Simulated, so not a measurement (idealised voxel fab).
Process module in this document: voxel wiring stack
The cross-section on display is named cut; it measures 175 nm wide, and its cells are 5 nm squares.
How to read a cross-section here: the picture is a grid of square cells, written as bands going from the top down, and any band can span one or more rows of cells. First you get the band's top height and its bottom height, in nm, and then the materials it's made of, left to right, with each width in nm. If you see a single material with "full width", that one covers the band edge to edge. "blank" is empty space. Counting heights begins at 0, where everything beneath is, in the wafer as received, one material. The lowest band has no bottom; it goes on downwards, as "0 and below" shows. When a width is written as two numbers, as in "30..40", the first number is the width in the top row of cells of the band and the second is the width in its bottom row, and the width changes by the same amount from each row to the next. For the purposes of this document, the phrase "remained the same" attached to a step denotes that no cell within the cross-section was modified by that step. "Closed void listing" means: voids of 8 cells or more that are shut off from the top with no open way through. Written width x height at distance, distance from the left edge, in nm. On each step's line, the part that comes after the settings is the simulator's own comment on the step. overlay nm: where the mask lay relative to plan, measured to the right, on steps with a mask; negatives go left.
This section lists the process steps that were planned
1) RECEIVE: material Si
2) CONFORMAL_DEP: material SiO2, thk nm 10
3) CONFORMAL_DEP: material SiCN, thk nm 5
4) DIRECTIONAL_DEP: material SiO2, thk nm 25
5) DIRECTIONAL_DEP: material aC, thk nm 15
6) PATTERN: tone open, mask id METAL_1, material resist, width nm 25, pitch nm 40, thk nm 30, overlay nm 0
7) DIRECTIONAL_ETCH: etch materials aC, depth nm 15
8) STRIP: etch materials resist
9) DIRECTIONAL_ETCH: etch materials SiO2, depth nm 25
10) DIRECTIONAL_ETCH: etch materials SiCN, depth nm 5
11) STRIP: etch materials aC
12) CONFORMAL_DEP: material TiN, thk nm 5
13) FILL_DEP: material Ru, thk nm 5
14) CMP: height nm 40
15) EPI: material Ru, thk nm 5
16) FILL_DEP: material SiCN, thk nm 5
17) DIRECTIONAL_DEP: material SiO2, thk nm 25
18) MASKED_ETCH: tone open, mask id METAL_2, width nm 25, pitch nm 40, etch materials SiO2, depth nm 15, overlay nm 0
19) PATTERN: tone open, mask id METAL_2_HOLES, material resist, width nm 15, pitch nm 40, thk nm 15, overlay nm 0
20) DIRECTIONAL_ETCH: etch materials SiO2, depth nm 10
21) DIRECTIONAL_ETCH: etch materials SiCN, depth nm 5
22) STRIP: etch materials resist
23) CONFORMAL_DEP: material TiN, thk nm 5
24) FILL_DEP: material Cu, thk nm 5
25) CMP: height nm 75
26) CONFORMAL_DEP: material SiCN, thk nm 5
Among the wafers covered here, the point of difference is the thk nm at step 16; their starting state is shared, and the plan presents the value of the first wafer.
Cross-section: the first of several wafers in its as-received state, i.e. following step 1
> 0 and below: Si full width
> Closed void listing: none
The following table contains a row per wafer, in which are reported, at the conclusion of the module, the cells of each material gained (+) or lost (-) since the wafer's receipt, with its closed voids given thereafter
thk nm 5 | +27 Cu | +66 Ru | +95 SiCN | +282 SiO2 | +90 TiN | Closed void listing: none
thk nm 10 | +18 Cu | +66 Ru | +130 SiCN | +262 SiO2 | +84 TiN | Closed void listing: none
thk nm 15 | +9 Cu | +66 Ru | +165 SiCN | +242 SiO2 | +78 TiN | Closed void listing: none
thk nm 20 | +6 Cu | +66 Ru | +200 SiCN | +222 SiO2 | +66 TiN | Closed void listing: none
